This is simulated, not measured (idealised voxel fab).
The document below concerns the process module designated voxel wiring stack.
Square cell edge 5 nm, section width 260 nm, ID cut.
Cross-section spec: square-cell grid; bands listed top down; each band is one or more rows. Band entry format. Leading values: height of top, height of bottom, nm. Remainder: materials in left-to-right order, each with its width in nm. Special words: "all across" on a single material, which then fills the band edge to edge; "empty", empty space. Height is counted from the level 0, under which the received wafer is composed throughout of one material. The lowest of the bands is not closed at the bottom but continues downward, in the notation "0 -> down". A two-number width, for instance "30->40", indicates that the width is equal to the first number in the top row of the band and to the second number in the bottom row, and that it changes by a constant amount per row of cells. "nothing different" for a step: no cell of the cross-section changed in that step. Reported under the label "Completely sealed voids" are the empty spaces having no open way to the top and comprising 8 cells or more; the notation for each is width x height at distance, in which the distance is measured from the left edge and all three values are in nm. Text after the settings on a step's line: the simulator's own remark on that step. Among the settings permitted on a step's line is "overlay nm"; applied to a step with a mask, it specifies the extent to which the mask lay to the right of its planned position, whereas a negative figure signifies a position to the left.

-- Here's what the planned process steps look like
1 RECEIVE | material Si
2 CONFORMAL_DEP | material SiO2 | thk nm 15
3 CONFORMAL_DEP | material SiCN | thk nm 5
4 DIRECTIONAL_DEP | material lowk | thk nm 25
5 PATTERN | tone open | mask id METAL_1 | material resist | width nm 25 | pitch nm 40 | thk nm 15 | overlay nm 0
6 DIRECTIONAL_ETCH | etch materials lowk | depth nm 25
7 DIRECTIONAL_ETCH | etch materials SiCN | depth nm 5
8 STRIP | etch materials resist
9 CONFORMAL_DEP | material TiN | thk nm 5
10 FILL_DEP | material Cu | thk nm 10
11 CMP | height nm 45
12 CONFORMAL_DEP | material SiCN | thk nm 5
13 DIRECTIONAL_DEP | material lowk | thk nm 35
14 PATTERN | tone open | mask id METAL_2_HOLES | material resist | width nm 15 | pitch nm 40 | thk nm 15 | overlay nm 0
15 DIRECTIONAL_ETCH | etch materials lowk | depth nm 35
16 STRIP | etch materials resist
17 MASKED_ETCH | tone open | mask id METAL_2 | width nm 25 | pitch nm 40 | etch materials lowk | depth nm 20 | overlay nm 0
18 MASKED_ETCH | tone open | mask id METAL_2 | width nm 25 | pitch nm 40 | etch materials SiCN | depth nm 5 | overlay nm 0
19 CONFORMAL_DEP | material TiN | thk nm 5
20 FILL_DEP | material Ru | thk nm 5
21 CMP | height nm 85
22 CONFORMAL_DEP | material SiCN | thk nm 5
23 DIRECTIONAL_DEP | material lowk | thk nm 35
24 DIRECTIONAL_DEP | material aC | thk nm 10
25 PATTERN | tone open | mask id METAL_3 | material resist | width nm 25 | pitch nm 40 | thk nm 30 | overlay nm 0
26 DIRECTIONAL_ETCH | etch materials aC | depth nm 10
27 STRIP | etch materials resist
28 DIRECTIONAL_ETCH | etch materials lowk | depth nm 20
29 STRIP | etch materials aC
30 DIRECTIONAL_DEP | material aC | thk nm 10
31 PATTERN | tone open | mask id METAL_3_HOLES | material resist | width nm 15 | pitch nm 80 | thk nm 30 | overlay nm 0
32 DIRECTIONAL_ETCH | etch materials aC | depth nm 10
33 STRIP | etch materials resist
34 DIRECTIONAL_ETCH | etch materials lowk | depth nm 15
35 DIRECTIONAL_ETCH | etch materials SiCN | depth nm 5
36 STRIP | etch materials aC
37 CONFORMAL_DEP | material TiN | thk nm 5
38 FILL_DEP | material Cu | thk nm 10
39 CMP | height nm 125
40 CONFORMAL_DEP | material SiCN | thk nm 5
41 DIRECTIONAL_DEP | material lowk | thk nm 35
42 PATTERN | tone open | mask id METAL_4_HOLES | material resist | width nm 15 | pitch nm 40 | thk nm 20 | overlay nm 0
43 DIRECTIONAL_ETCH | etch materials lowk | depth nm 35
44 STRIP | etch materials resist
45 DIRECTIONAL_DEP | material aC | thk nm 10
46 PATTERN | tone open | mask id METAL_4 | material resist | width nm 25 | pitch nm 40 | thk nm 30 | overlay nm 0
47 DIRECTIONAL_ETCH | etch materials aC | depth nm 10
48 STRIP | etch materials resist
49 DIRECTIONAL_ETCH | etch materials lowk | depth nm 20
50 DIRECTIONAL_ETCH | etch materials SiCN | depth nm 5
51 STRIP | etch materials aC
52 CONFORMAL_DEP | material TiN | thk nm 5
53 FILL_DEP | material Cu | thk nm 10
54 CMP | height nm 165
55 CONFORMAL_DEP | material SiCN | thk nm 5

-- Account of the first of two wafers, which was processed as intended

-- The cross-section here shows the wafer as received, i.e. in its state after step 1
    0 -> down = Si all across
    Completely sealed voids: none

-- Cross-section of the wafer after step 2
    15 -> 0 = SiO2 all across
    Everything below 0 is unchanged.

-- Cross-section of the wafer after step 3
    20 -> 15 = SiCN all across
    Everything below 15 is unchanged.

-- Cross-section of the wafer after step 4
    45 -> 20 = lowk all across
    Everything below 20 is unchanged.

-- Cross-section of the wafer after step 5
    60 -> 45 = resist 75  empty 25  resist 15  empty 25  resist 15  empty 25  resist 80
    Everything below 45 is unchanged.

-- Cross-section of the wafer after step 6
    60 -> 45 = resist 75  empty 25  resist 15  empty 25  resist 15  empty 25  resist 80
    45 -> 20 = lowk 75  empty 25  lowk 15  empty 25  lowk 15  empty 25  lowk 80
    Everything below 20 is unchanged.

-- Cross-section of the wafer after step 7
    60 -> 45 = resist 75  empty 25  resist 15  empty 25  resist 15  empty 25  resist 80
    45 -> 20 = lowk 75  empty 25  lowk 15  empty 25  lowk 15  empty 25  lowk 80
    20 -> 15 = SiCN 75  empty 25  SiCN 15  empty 25  SiCN 15  empty 25  SiCN 80
    Everything below 15 is unchanged.

-- Cross-section of the wafer after step 8
    45 -> 20 = lowk 75  empty 25  lowk 15  empty 25  lowk 15  empty 25  lowk 80
    Everything below 20 is unchanged.

-- Cross-section of the wafer after step 9
    50 -> 45 = TiN 80  empty 15  TiN 25  empty 15  TiN 25  empty 15  TiN 85
    45 -> 20 = lowk 75  TiN 5  empty 15  TiN 5  lowk 15  TiN 5  empty 15  TiN 5  lowk 15  TiN 5  empty 15  TiN 5  lowk 80
    20 -> 15 = SiCN 75  TiN 25  SiCN 15  TiN 25  SiCN 15  TiN 25  SiCN 80
    Everything below 15 is unchanged.

-- Cross-section of the wafer after step 10
    60 -> 50 = Cu all across
    50 -> 45 = TiN 80  Cu 15  TiN 25  Cu 15  TiN 25  Cu 15  TiN 85
    45 -> 20 = lowk 75  TiN 5  Cu 15  TiN 5  lowk 15  TiN 5  Cu 15  TiN 5  lowk 15  TiN 5  Cu 15  TiN 5  lowk 80
    Everything below 20 is unchanged.

-- Cross-section of the wafer after step 11
    45 -> 20 = lowk 75  TiN 5  Cu 15  TiN 5  lowk 15  TiN 5  Cu 15  TiN 5  lowk 15  TiN 5  Cu 15  TiN 5  lowk 80
    Everything below 20 is unchanged.

-- Cross-section of the wafer after step 12
    50 -> 45 = SiCN all across
    Everything below 45 is unchanged.

-- Cross-section of the wafer after step 13
    85 -> 50 = lowk all across
    Everything below 50 is unchanged.

-- Cross-section of the wafer after step 14
    100 -> 85 = resist 75  empty 15  resist 25  empty 15  resist 25  empty 15  resist 90
    Everything below 85 is unchanged.

-- Cross-section of the wafer after step 15
    100 -> 85 = resist 75  empty 15  resist 25  empty 15  resist 25  empty 15  resist 90
    85 -> 50 = lowk 75  empty 15  lowk 25  empty 15  lowk 25  empty 15  lowk 90
    Everything below 50 is unchanged.

-- Cross-section of the wafer after step 16
    85 -> 50 = lowk 75  empty 15  lowk 25  empty 15  lowk 25  empty 15  lowk 90
    Everything below 50 is unchanged.

-- Cross-section of the wafer after step 17
    85 -> 65 = lowk 75  empty 25  lowk 15  empty 25  lowk 15  empty 25  lowk 80
    Everything below 65 is unchanged.

-- Cross-section of the wafer after step 18
    85 -> 65 = lowk 75  empty 25  lowk 15  empty 25  lowk 15  empty 25  lowk 80
    65 -> 50 = lowk 75  empty 15  lowk 25  empty 15  lowk 25  empty 15  lowk 90
    50 -> 45 = SiCN 75  empty 15  SiCN 25  empty 15  SiCN 25  empty 15  SiCN 90
    Everything below 45 is unchanged.

-- Cross-section of the wafer after step 19
    90 -> 85 = TiN 80  empty 15  TiN 25  empty 15  TiN 25  empty 15  TiN 85
    85 -> 70 = lowk 75  TiN 5  empty 15  TiN 5  lowk 15  TiN 5  empty 15  TiN 5  lowk 15  TiN 5  empty 15  TiN 5  lowk 80
    70 -> 65 = lowk 75  TiN 5  empty 5  TiN 15  lowk 15  TiN 5  empty 5  TiN 15  lowk 15  TiN 5  empty 5  TiN 15  lowk 80
    65 -> 50 = lowk 75  TiN 5  empty 5  TiN 5  lowk 25  TiN 5  empty 5  TiN 5  lowk 25  TiN 5  empty 5  TiN 5  lowk 90
    50 -> 45 = SiCN 75  TiN 15  SiCN 25  TiN 15  SiCN 25  TiN 15  SiCN 90
    Everything below 45 is unchanged.

-- Cross-section of the wafer after step 20
    95 -> 90 = Ru all across
    90 -> 85 = TiN 80  Ru 15  TiN 25  Ru 15  TiN 25  Ru 15  TiN 85
    85 -> 70 = lowk 75  TiN 5  Ru 15  TiN 5  lowk 15  TiN 5  Ru 15  TiN 5  lowk 15  TiN 5  Ru 15  TiN 5  lowk 80
    70 -> 65 = lowk 75  TiN 5  Ru 5  TiN 15  lowk 15  TiN 5  Ru 5  TiN 15  lowk 15  TiN 5  Ru 5  TiN 15  lowk 80
    65 -> 50 = lowk 75  TiN 5  Ru 5  TiN 5  lowk 25  TiN 5  Ru 5  TiN 5  lowk 25  TiN 5  Ru 5  TiN 5  lowk 90
    Everything below 50 is unchanged.

-- Cross-section of the wafer after step 21
    85 -> 70 = lowk 75  TiN 5  Ru 15  TiN 5  lowk 15  TiN 5  Ru 15  TiN 5  lowk 15  TiN 5  Ru 15  TiN 5  lowk 80
    Everything below 70 is unchanged.

-- Cross-section of the wafer after step 22
    90 -> 85 = SiCN all across
    Everything below 85 is unchanged.

-- Cross-section of the wafer after step 23
    125 -> 90 = lowk all across
    Everything below 90 is unchanged.

-- Cross-section of the wafer after step 24
    135 -> 125 = aC all across
    Everything below 125 is unchanged.

-- Cross-section of the wafer after step 25
    165 -> 135 = resist 75  empty 25  resist 15  empty 25  resist 15  empty 25  resist 80
    Everything below 135 is unchanged.

-- Cross-section of the wafer after step 26
    155 -> 135 = resist 75  empty 25  resist 15  empty 25  resist 15  empty 25  resist 80
    135 -> 125 = aC 75  empty 25  aC 15  empty 25  aC 15  empty 25  aC 80
    Everything below 125 is unchanged.

-- Cross-section of the wafer after step 27
    135 -> 125 = aC 75  empty 25  aC 15  empty 25  aC 15  empty 25  aC 80
    Everything below 125 is unchanged.

-- Cross-section of the wafer after step 28
    135 -> 125 = aC 75  empty 25  aC 15  empty 25  aC 15  empty 25  aC 80
    125 -> 105 = lowk 75  empty 25  lowk 15  empty 25  lowk 15  empty 25  lowk 80
    Everything below 105 is unchanged.

-- Cross-section of the wafer after step 29
    125 -> 105 = lowk 75  empty 25  lowk 15  empty 25  lowk 15  empty 25  lowk 80
    Everything below 105 is unchanged.

-- Cross-section of the wafer after step 30
    135 -> 125 = aC 75  empty 25  aC 15  empty 25  aC 15  empty 25  aC 80
    125 -> 115 = lowk 75  empty 25  lowk 15  empty 25  lowk 15  empty 25  lowk 80
    115 -> 105 = lowk 75  aC 25  lowk 15  aC 25  lowk 15  aC 25  lowk 80
    Everything below 105 is unchanged.

-- Cross-section of the wafer after step 31
    165 -> 135 = resist 75  empty 15  resist 65  empty 15  resist 90
    135 -> 125 = aC 75  empty 15  resist 10  aC 15  resist 25  aC 15  empty 15  resist 10  aC 80
    125 -> 115 = lowk 75  empty 15  resist 10  lowk 15  resist 25  lowk 15  empty 15  resist 10  lowk 80
    Everything below 115 is unchanged.

-- Cross-section of the wafer after step 32
    155 -> 135 = resist 75  empty 15  resist 65  empty 15  resist 90
    135 -> 125 = aC 75  empty 15  resist 10  aC 15  resist 25  aC 15  empty 15  resist 10  aC 80
    125 -> 115 = lowk 75  empty 15  resist 10  lowk 15  resist 25  lowk 15  empty 15  resist 10  lowk 80
    115 -> 105 = lowk 75  empty 15  aC 10  lowk 15  aC 25  lowk 15  empty 15  aC 10  lowk 80
    Everything below 105 is unchanged.

-- Cross-section of the wafer after step 33
    135 -> 125 = aC 75  empty 25  aC 15  empty 25  aC 15  empty 25  aC 80
    125 -> 115 = lowk 75  empty 25  lowk 15  empty 25  lowk 15  empty 25  lowk 80
    Everything below 115 is unchanged.

-- Cross-section of the wafer after step 34
    135 -> 125 = aC 75  empty 25  aC 15  empty 25  aC 15  empty 25  aC 80
    125 -> 115 = lowk 75  empty 25  lowk 15  empty 25  lowk 15  empty 25  lowk 80
    115 -> 105 = lowk 75  empty 15  aC 10  lowk 15  aC 25  lowk 15  empty 15  aC 10  lowk 80
    105 -> 90 = lowk 75  empty 15  lowk 65  empty 15  lowk 90
    Everything below 90 is unchanged.

-- Cross-section of the wafer after step 35
    135 -> 125 = aC 75  empty 25  aC 15  empty 25  aC 15  empty 25  aC 80
    125 -> 115 = lowk 75  empty 25  lowk 15  empty 25  lowk 15  empty 25  lowk 80
    115 -> 105 = lowk 75  empty 15  aC 10  lowk 15  aC 25  lowk 15  empty 15  aC 10  lowk 80
    105 -> 90 = lowk 75  empty 15  lowk 65  empty 15  lowk 90
    90 -> 85 = SiCN 75  empty 15  SiCN 65  empty 15  SiCN 90
    Everything below 85 is unchanged.

-- Cross-section of the wafer after step 36
    125 -> 105 = lowk 75  empty 25  lowk 15  empty 25  lowk 15  empty 25  lowk 80
    Everything below 105 is unchanged.

-- Cross-section of the wafer after step 37
    130 -> 125 = TiN 80  empty 15  TiN 25  empty 15  TiN 25  empty 15  TiN 85
    125 -> 110 = lowk 75  TiN 5  empty 15  TiN 5  lowk 15  TiN 5  empty 15  TiN 5  lowk 15  TiN 5  empty 15  TiN 5  lowk 80
    110 -> 105 = lowk 75  TiN 5  empty 5  TiN 15  lowk 15  TiN 25  lowk 15  TiN 5  empty 5  TiN 15  lowk 80
    105 -> 90 = lowk 75  TiN 5  empty 5  TiN 5  lowk 65  TiN 5  empty 5  TiN 5  lowk 90
    90 -> 85 = SiCN 75  TiN 15  SiCN 65  TiN 15  SiCN 90
    Everything below 85 is unchanged.

-- Cross-section of the wafer after step 38
    140 -> 130 = Cu all across
    130 -> 125 = TiN 80  Cu 15  TiN 25  Cu 15  TiN 25  Cu 15  TiN 85
    125 -> 110 = lowk 75  TiN 5  Cu 15  TiN 5  lowk 15  TiN 5  Cu 15  TiN 5  lowk 15  TiN 5  Cu 15  TiN 5  lowk 80
    110 -> 105 = lowk 75  TiN 5  Cu 5  TiN 15  lowk 15  TiN 25  lowk 15  TiN 5  Cu 5  TiN 15  lowk 80
    105 -> 90 = lowk 75  TiN 5  Cu 5  TiN 5  lowk 65  TiN 5  Cu 5  TiN 5  lowk 90
    Everything below 90 is unchanged.

-- Cross-section of the wafer after step 39
    125 -> 110 = lowk 75  TiN 5  Cu 15  TiN 5  lowk 15  TiN 5  Cu 15  TiN 5  lowk 15  TiN 5  Cu 15  TiN 5  lowk 80
    Everything below 110 is unchanged.

-- Cross-section of the wafer after step 40
    130 -> 125 = SiCN all across
    Everything below 125 is unchanged.

-- Cross-section of the wafer after step 41
    165 -> 130 = lowk all across
    Everything below 130 is unchanged.

-- Cross-section of the wafer after step 42
    185 -> 165 = resist 75  empty 15  resist 25  empty 15  resist 25  empty 15  resist 90
    Everything below 165 is unchanged.

-- Cross-section of the wafer after step 43
    185 -> 165 = resist 75  empty 15  resist 25  empty 15  resist 25  empty 15  resist 90
    165 -> 130 = lowk 75  empty 15  lowk 25  empty 15  lowk 25  empty 15  lowk 90
    Everything below 130 is unchanged.

-- Cross-section of the wafer after step 44
    165 -> 130 = lowk 75  empty 15  lowk 25  empty 15  lowk 25  empty 15  lowk 90
    Everything below 130 is unchanged.

-- Cross-section of the wafer after step 45
    175 -> 165 = aC 75  empty 15  aC 25  empty 15  aC 25  empty 15  aC 90
    165 -> 140 = lowk 75  empty 15  lowk 25  empty 15  lowk 25  empty 15  lowk 90
    140 -> 130 = lowk 75  aC 15  lowk 25  aC 15  lowk 25  aC 15  lowk 90
    Everything below 130 is unchanged.

-- Cross-section of the wafer after step 46
    205 -> 175 = resist 75  empty 25  resist 15  empty 25  resist 15  empty 25  resist 80
    Everything below 175 is unchanged.

-- Cross-section of the wafer after step 47
    195 -> 175 = resist 75  empty 25  resist 15  empty 25  resist 15  empty 25  resist 80
    175 -> 165 = aC 75  empty 25  aC 15  empty 25  aC 15  empty 25  aC 80
    165 -> 130 = lowk 75  empty 15  lowk 25  empty 15  lowk 25  empty 15  lowk 90
    Everything below 130 is unchanged.

-- Cross-section of the wafer after step 48
    175 -> 165 = aC 75  empty 25  aC 15  empty 25  aC 15  empty 25  aC 80
    Everything below 165 is unchanged.

-- Cross-section of the wafer after step 49
    175 -> 165 = aC 75  empty 25  aC 15  empty 25  aC 15  empty 25  aC 80
    165 -> 145 = lowk 75  empty 25  lowk 15  empty 25  lowk 15  empty 25  lowk 80
    Everything below 145 is unchanged.

-- Cross-section of the wafer after step 50
    175 -> 165 = aC 75  empty 25  aC 15  empty 25  aC 15  empty 25  aC 80
    165 -> 145 = lowk 75  empty 25  lowk 15  empty 25  lowk 15  empty 25  lowk 80
    145 -> 130 = lowk 75  empty 15  lowk 25  empty 15  lowk 25  empty 15  lowk 90
    130 -> 125 = SiCN 75  empty 15  SiCN 25  empty 15  SiCN 25  empty 15  SiCN 90
    Everything below 125 is unchanged.

-- Cross-section of the wafer after step 51
    165 -> 145 = lowk 75  empty 25  lowk 15  empty 25  lowk 15  empty 25  lowk 80
    Everything below 145 is unchanged.

-- Cross-section of the wafer after step 52
    170 -> 165 = TiN 80  empty 15  TiN 25  empty 15  TiN 25  empty 15  TiN 85
    165 -> 150 = lowk 75  TiN 5  empty 15  TiN 5  lowk 15  TiN 5  empty 15  TiN 5  lowk 15  TiN 5  empty 15  TiN 5  lowk 80
    150 -> 145 = lowk 75  TiN 5  empty 5  TiN 15  lowk 15  TiN 5  empty 5  TiN 15  lowk 15  TiN 5  empty 5  TiN 15  lowk 80
    145 -> 130 = lowk 75  TiN 5  empty 5  TiN 5  lowk 25  TiN 5  empty 5  TiN 5  lowk 25  TiN 5  empty 5  TiN 5  lowk 90
    130 -> 125 = SiCN 75  TiN 15  SiCN 25  TiN 15  SiCN 25  TiN 15  SiCN 90
    Everything below 125 is unchanged.

-- Cross-section of the wafer after step 53
    180 -> 170 = Cu all across
    170 -> 165 = TiN 80  Cu 15  TiN 25  Cu 15  TiN 25  Cu 15  TiN 85
    165 -> 150 = lowk 75  TiN 5  Cu 15  TiN 5  lowk 15  TiN 5  Cu 15  TiN 5  lowk 15  TiN 5  Cu 15  TiN 5  lowk 80
    150 -> 145 = lowk 75  TiN 5  Cu 5  TiN 15  lowk 15  TiN 5  Cu 5  TiN 15  lowk 15  TiN 5  Cu 5  TiN 15  lowk 80
    145 -> 130 = lowk 75  TiN 5  Cu 5  TiN 5  lowk 25  TiN 5  Cu 5  TiN 5  lowk 25  TiN 5  Cu 5  TiN 5  lowk 90
    Everything below 130 is unchanged.

-- Cross-section of the wafer after step 54
    165 -> 150 = lowk 75  TiN 5  Cu 15  TiN 5  lowk 15  TiN 5  Cu 15  TiN 5  lowk 15  TiN 5  Cu 15  TiN 5  lowk 80
    Everything below 150 is unchanged.

-- Cross-section of the wafer after step 55
    170 -> 165 = SiCN all across
    Everything below 165 is unchanged.

-- Second wafer, same starting state and plan as the first, one mistake in the run, identical through step 30

-- At the planned end of step 31, the second wafer in cross-section
    165 -> 135 = resist 70  empty 25  resist 55  empty 25  resist 85
    135 -> 125 = aC 75  empty 20  resist 5  aC 15  resist 25  aC 15  empty 20  resist 5  aC 80
    125 -> 115 = lowk 75  empty 20  resist 5  lowk 15  resist 25  lowk 15  empty 20  resist 5  lowk 80
    Everything below 115 is unchanged.

-- At the planned end of step 32, the second wafer in cross-section
    155 -> 135 = resist 70  empty 25  resist 55  empty 25  resist 85
    135 -> 125 = aC 70  empty 25  resist 5  aC 15  resist 25  aC 10  empty 25  resist 5  aC 80
    125 -> 115 = lowk 75  empty 20  resist 5  lowk 15  resist 25  lowk 15  empty 20  resist 5  lowk 80
    115 -> 105 = lowk 75  empty 20  aC 5  lowk 15  aC 25  lowk 15  empty 20  aC 5  lowk 80
    Everything below 105 is unchanged.

-- At the planned end of step 33, the second wafer in cross-section
    135 -> 125 = aC 70  empty 30  aC 15  empty 25  aC 10  empty 30  aC 80
    125 -> 115 = lowk 75  empty 25  lowk 15  empty 25  lowk 15  empty 25  lowk 80
    Everything below 115 is unchanged.

-- At the planned end of step 34, the second wafer in cross-section
    135 -> 125 = aC 70  empty 30  aC 15  empty 25  aC 10  empty 30  aC 80
    125 -> 115 = lowk 70  empty 30  lowk 15  empty 25  lowk 10  empty 30  lowk 80
    115 -> 105 = lowk 70->75  empty 25->20  aC 5  lowk 15  aC 25  lowk 10->15  empty 25->20  aC 5  lowk 80
    105 -> 90 = lowk 75  empty 20  lowk 60  empty 20  lowk 85
    Everything below 90 is unchanged.

-- At the planned end of step 35, the second wafer in cross-section
    135 -> 125 = aC 70  empty 30  aC 15  empty 25  aC 10  empty 30  aC 80
    125 -> 115 = lowk 70  empty 30  lowk 15  empty 25  lowk 10  empty 30  lowk 80
    115 -> 105 = lowk 70->75  empty 25->20  aC 5  lowk 15  aC 25  lowk 10->15  empty 25->20  aC 5  lowk 80
    105 -> 90 = lowk 75  empty 20  lowk 60  empty 20  lowk 85
    90 -> 85 = SiCN 75  empty 20  SiCN 60  empty 20  SiCN 85
    Everything below 85 is unchanged.

-- At the planned end of step 36, the second wafer in cross-section
    125 -> 110 = lowk 70  empty 30  lowk 15  empty 25  lowk 10  empty 30  lowk 80
    110 -> 105 = lowk 75  empty 25  lowk 15  empty 25  lowk 15  empty 25  lowk 80
    Everything below 105 is unchanged.

-- At the planned end of step 37, the second wafer in cross-section
    130 -> 125 = TiN 75  empty 20  TiN 25  empty 15  TiN 20  empty 20  TiN 85
    125 -> 115 = lowk 70  TiN 5  empty 20  TiN 5  lowk 15  TiN 5  empty 15  TiN 5  lowk 10  TiN 5  empty 20  TiN 5  lowk 80
    115 -> 110 = lowk 70  TiN 10  empty 15  TiN 5  lowk 15  TiN 5  empty 15  TiN 5  lowk 10  TiN 10  empty 15  TiN 5  lowk 80
    110 -> 105 = lowk 75  TiN 5  empty 10  TiN 10  lowk 15  TiN 25  lowk 15  TiN 5  empty 10  TiN 10  lowk 80
    105 -> 90 = lowk 75  TiN 5  empty 10  TiN 5  lowk 60  TiN 5  empty 10  TiN 5  lowk 85
    90 -> 85 = SiCN 75  TiN 20  SiCN 60  TiN 20  SiCN 85
    Everything below 85 is unchanged.

-- At the planned end of step 38, the second wafer in cross-section
    140 -> 130 = Cu all across
    130 -> 125 = TiN 75  Cu 20  TiN 25  Cu 15  TiN 20  Cu 20  TiN 85
    125 -> 115 = lowk 70  TiN 5  Cu 20  TiN 5  lowk 15  TiN 5  Cu 15  TiN 5  lowk 10  TiN 5  Cu 20  TiN 5  lowk 80
    115 -> 110 = lowk 70  TiN 10  Cu 15  TiN 5  lowk 15  TiN 5  Cu 15  TiN 5  lowk 10  TiN 10  Cu 15  TiN 5  lowk 80
    110 -> 105 = lowk 75  TiN 5  Cu 10  TiN 10  lowk 15  TiN 25  lowk 15  TiN 5  Cu 10  TiN 10  lowk 80
    105 -> 90 = lowk 75  TiN 5  Cu 10  TiN 5  lowk 60  TiN 5  Cu 10  TiN 5  lowk 85
    Everything below 90 is unchanged.

-- At the planned end of step 39, the second wafer in cross-section
    125 -> 115 = lowk 70  TiN 5  Cu 20  TiN 5  lowk 15  TiN 5  Cu 15  TiN 5  lowk 10  TiN 5  Cu 20  TiN 5  lowk 80
    Everything below 115 is unchanged.

-- At the planned end of step 40, the second wafer in cross-section
    130 -> 125 = SiCN all across
    Everything below 125 is unchanged.

-- At the planned end of step 41, the second wafer in cross-section
    165 -> 130 = lowk all across
    Everything below 130 is unchanged.

-- At the planned end of step 42, the second wafer in cross-section
    185 -> 165 = resist 75  empty 15  resist 25  empty 15  resist 25  empty 15  resist 90
    Everything below 165 is unchanged.

-- At the planned end of step 43, the second wafer in cross-section
    185 -> 165 = resist 75  empty 15  resist 25  empty 15  resist 25  empty 15  resist 90
    165 -> 130 = lowk 75  empty 15  lowk 25  empty 15  lowk 25  empty 15  lowk 90
    Everything below 130 is unchanged.

-- At the planned end of step 44, the second wafer in cross-section
    165 -> 130 = lowk 75  empty 15  lowk 25  empty 15  lowk 25  empty 15  lowk 90
    Everything below 130 is unchanged.

-- At the planned end of step 45, the second wafer in cross-section
    175 -> 165 = aC 75  empty 15  aC 25  empty 15  aC 25  empty 15  aC 90
    165 -> 140 = lowk 75  empty 15  lowk 25  empty 15  lowk 25  empty 15  lowk 90
    140 -> 130 = lowk 75  aC 15  lowk 25  aC 15  lowk 25  aC 15  lowk 90
    Everything below 130 is unchanged.

-- At the planned end of step 46, the second wafer in cross-section
    205 -> 175 = resist 75  empty 25  resist 15  empty 25  resist 15  empty 25  resist 80
    Everything below 175 is unchanged.

-- At the planned end of step 47, the second wafer in cross-section
    195 -> 175 = resist 75  empty 25  resist 15  empty 25  resist 15  empty 25  resist 80
    175 -> 165 = aC 75  empty 25  aC 15  empty 25  aC 15  empty 25  aC 80
    165 -> 130 = lowk 75  empty 15  lowk 25  empty 15  lowk 25  empty 15  lowk 90
    Everything below 130 is unchanged.

-- At the planned end of step 48, the second wafer in cross-section
    175 -> 165 = aC 75  empty 25  aC 15  empty 25  aC 15  empty 25  aC 80
    Everything below 165 is unchanged.

-- At the planned end of step 49, the second wafer in cross-section
    175 -> 165 = aC 75  empty 25  aC 15  empty 25  aC 15  empty 25  aC 80
    165 -> 145 = lowk 75  empty 25  lowk 15  empty 25  lowk 15  empty 25  lowk 80
    Everything below 145 is unchanged.

-- At the planned end of step 50, the second wafer in cross-section
    175 -> 165 = aC 75  empty 25  aC 15  empty 25  aC 15  empty 25  aC 80
    165 -> 145 = lowk 75  empty 25  lowk 15  empty 25  lowk 15  empty 25  lowk 80
    145 -> 130 = lowk 75  empty 15  lowk 25  empty 15  lowk 25  empty 15  lowk 90
    130 -> 125 = SiCN 75  empty 15  SiCN 25  empty 15  SiCN 25  empty 15  SiCN 90
    Everything below 125 is unchanged.

-- At the planned end of step 51, the second wafer in cross-section
    165 -> 145 = lowk 75  empty 25  lowk 15  empty 25  lowk 15  empty 25  lowk 80
    Everything below 145 is unchanged.

-- At the planned end of step 52, the second wafer in cross-section
    170 -> 165 = TiN 80  empty 15  TiN 25  empty 15  TiN 25  empty 15  TiN 85
    165 -> 150 = lowk 75  TiN 5  empty 15  TiN 5  lowk 15  TiN 5  empty 15  TiN 5  lowk 15  TiN 5  empty 15  TiN 5  lowk 80
    150 -> 145 = lowk 75  TiN 5  empty 5  TiN 15  lowk 15  TiN 5  empty 5  TiN 15  lowk 15  TiN 5  empty 5  TiN 15  lowk 80
    145 -> 130 = lowk 75  TiN 5  empty 5  TiN 5  lowk 25  TiN 5  empty 5  TiN 5  lowk 25  TiN 5  empty 5  TiN 5  lowk 90
    130 -> 125 = SiCN 75  TiN 15  SiCN 25  TiN 15  SiCN 25  TiN 15  SiCN 90
    Everything below 125 is unchanged.

-- At the planned end of step 53, the second wafer in cross-section
    180 -> 170 = Cu all across
    170 -> 165 = TiN 80  Cu 15  TiN 25  Cu 15  TiN 25  Cu 15  TiN 85
    165 -> 150 = lowk 75  TiN 5  Cu 15  TiN 5  lowk 15  TiN 5  Cu 15  TiN 5  lowk 15  TiN 5  Cu 15  TiN 5  lowk 80
    150 -> 145 = lowk 75  TiN 5  Cu 5  TiN 15  lowk 15  TiN 5  Cu 5  TiN 15  lowk 15  TiN 5  Cu 5  TiN 15  lowk 80
    145 -> 130 = lowk 75  TiN 5  Cu 5  TiN 5  lowk 25  TiN 5  Cu 5  TiN 5  lowk 25  TiN 5  Cu 5  TiN 5  lowk 90
    Everything below 130 is unchanged.

-- At the planned end of step 54, the second wafer in cross-section
    165 -> 150 = lowk 75  TiN 5  Cu 15  TiN 5  lowk 15  TiN 5  Cu 15  TiN 5  lowk 15  TiN 5  Cu 15  TiN 5  lowk 80
    Everything below 150 is unchanged.

-- At the planned end of step 55, the second wafer in cross-section
    170 -> 165 = SiCN all across
    Everything below 165 is unchanged.
In executing the process, a mistake was made relative to the plan: heads up, step 31 didn't go per plan, it actually ran as PATTERN | tone open | mask id METAL_3_HOLES | material resist | width nm 25 | pitch nm 80 | thk nm 30 | overlay nm 0
Final comparison by cell count, materials where the second wafer has more or fewer than the first: Cu +12, SiCN -2, TiN +2, lowk -12
